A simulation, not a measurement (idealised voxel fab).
This section sets out a process module, namely voxel self aligned contacts.
Xsec cut, 230 nm wide, square cell size 5 nm.
Just so we're on the same page, the cross-sections are grids of square cells, and they're listed out in bands top to bottom, each band one or more rows deep.
Top, bottom (nm), then materials left to right with widths (nm); lone material tagged "throughout" fills the whole band edge to edge; "blank" = empty space.
Heights are reckoned from 0. Under this level, the received wafer is all of one material. The bottommost band is open-ended downward, for example "from 0 down".
A width given as "30 to 40" starts at the first number in the band's top row and ends at the second number in its bottom row, shifting by an equal amount at every step from row to row.
When a step is marked "nothing got changed", none of the cells in the cross-section changed during that step.
This entry, "Closed void roster", enumerates those empty regions of no fewer than 8 cells that possess no open connection to the top. Each region is reported in the form width x height at distance, the distance being taken from the left edge, with all three quantities expressed in nm.
Post-settings text on a step line: simulator's own remark regarding the step.
The line of a step may include "overlay nm". On a step with a mask, this value is how far to the right of its planned place the mask lay. A negative value means the mask lay to the left.

-- Process steps (planned)
1: RECEIVE | material Si
2: CONFORMAL_DEP | material SiO2 | thk nm 5
3: DIRECTIONAL_DEP | material polySi | thk nm 25
4: DIRECTIONAL_DEP | material SiN | thk nm 15
5: DIRECTIONAL_DEP | material aC | thk nm 10
6: PATTERN | tone cover | mask id GATE | material resist | width nm 25 | pitch nm 60 | thk nm 25 | overlay nm 0
7: DIRECTIONAL_ETCH | etch materials aC | depth nm 10
8: STRIP | etch materials resist
9: DIRECTIONAL_ETCH | etch materials SiN | depth nm 15
10: DIRECTIONAL_ETCH | etch materials polySi | depth nm 25
11: STRIP | etch materials aC
12: CONFORMAL_DEP | material SiN | thk nm 5
13: DIRECTIONAL_ETCH | etch materials SiN | depth nm 5
14: FILL_DEP | material SiO2 | thk nm 20
15: CMP | height nm 55
16: PATTERN | tone open | mask id CONTACT | material resist | width nm 35 | pitch nm 60 | thk nm 15 | overlay nm 0
17: DIRECTIONAL_ETCH | etch materials SiO2 | depth nm 55
18: STRIP | etch materials resist
19: CONFORMAL_DEP | material TiN | thk nm 5
20: FILL_DEP | material Ru | thk nm 5
21: CMP | height nm 55
22: CONFORMAL_DEP | material SiN | thk nm 5
Keep in mind the plan's value for the width nm of step 6 comes from the first wafer; the wafers don't share that setting, but they do share the same starting point.

-- As received, i.e. after step 1: cross-section through the first of several wafers
- from 0 down: Si throughout
- Closed void roster: none

-- The cross-section of the first of several wafers is given below for the end of the module, after its final step, step 22
- from 60 to 55: SiN throughout
- from 55 to 45: SiO2=65 / TiN=5 to 10 / Ru=25 to 15 / TiN=5 to 10 / SiO2=25 / TiN=5 to 10 / Ru=25 to 15 / TiN=5 to 10 / SiO2=70
- from 45 to 30: SiO2=35 / SiN=35 / TiN=5 / Ru=15 / TiN=5 / SiN=35 / TiN=5 / Ru=15 / TiN=5 / SiN=35 / SiO2=40
- from 30 to 5: SiO2=35 / SiN=5 / polySi=25 / SiN=5 / TiN=5 / Ru=15 / TiN=5 / SiN=5 / polySi=25 / SiN=5 / TiN=5 / Ru=15 / TiN=5 / SiN=5 / polySi=25 / SiN=5 / SiO2=40
- from 5 to 0: SiO2=70 / TiN=25 / SiO2=35 / TiN=25 / SiO2=75
- from 0 down: Si throughout
- Closed void roster: none

-- Here's the last wafer cross-sectioned at the end of the module
- from 60 to 55: SiN throughout
- from 55 to 50: SiO2=65 / TiN=5 / Ru=25 / TiN=5 / SiO2=25 / TiN=5 / Ru=25 / TiN=5 / SiO2=70
- from 50 to 45: SiO2=65 / TiN=35 / SiO2=25 / TiN=35 / SiO2=70
- from 45 to 30: SiO2=25 / SiN=55 / TiN=5 / SiN=55 / TiN=5 / SiN=55 / SiO2=30
- from 30 to 5: SiO2=25 / SiN=5 / polySi=45 / SiN=5 / TiN=5 / SiN=5 / polySi=45 / SiN=5 / TiN=5 / SiN=5 / polySi=45 / SiN=5 / SiO2=30
- from 5 to 0: SiO2=80 / TiN=5 / SiO2=55 / TiN=5 / SiO2=85
- from 0 down: Si throughout
- Closed void roster: none

-- Quick key for the table: a row per wafer, taken at the end of the module. For each material it tells you how many cells the wafer gained (+) or lost (-) since it came in, and the closed voids come after
width nm 25, +64 Ru, +139 SiN, +220 SiO2, +54 TiN, +75 polySi, Closed void roster: none
width nm 30, +46 Ru, +148 SiN, +214 SiO2, +54 TiN, +90 polySi, Closed void roster: none
width nm 35, +28 Ru, +157 SiN, +208 SiO2, +54 TiN, +105 polySi, Closed void roster: none
width nm 40, +10 Ru, +166 SiN, +202 SiO2, +54 TiN, +120 polySi, Closed void roster: none
width nm 45, +10 Ru, +175 SiN, +196 SiO2, +36 TiN, +135 polySi, Closed void roster: none
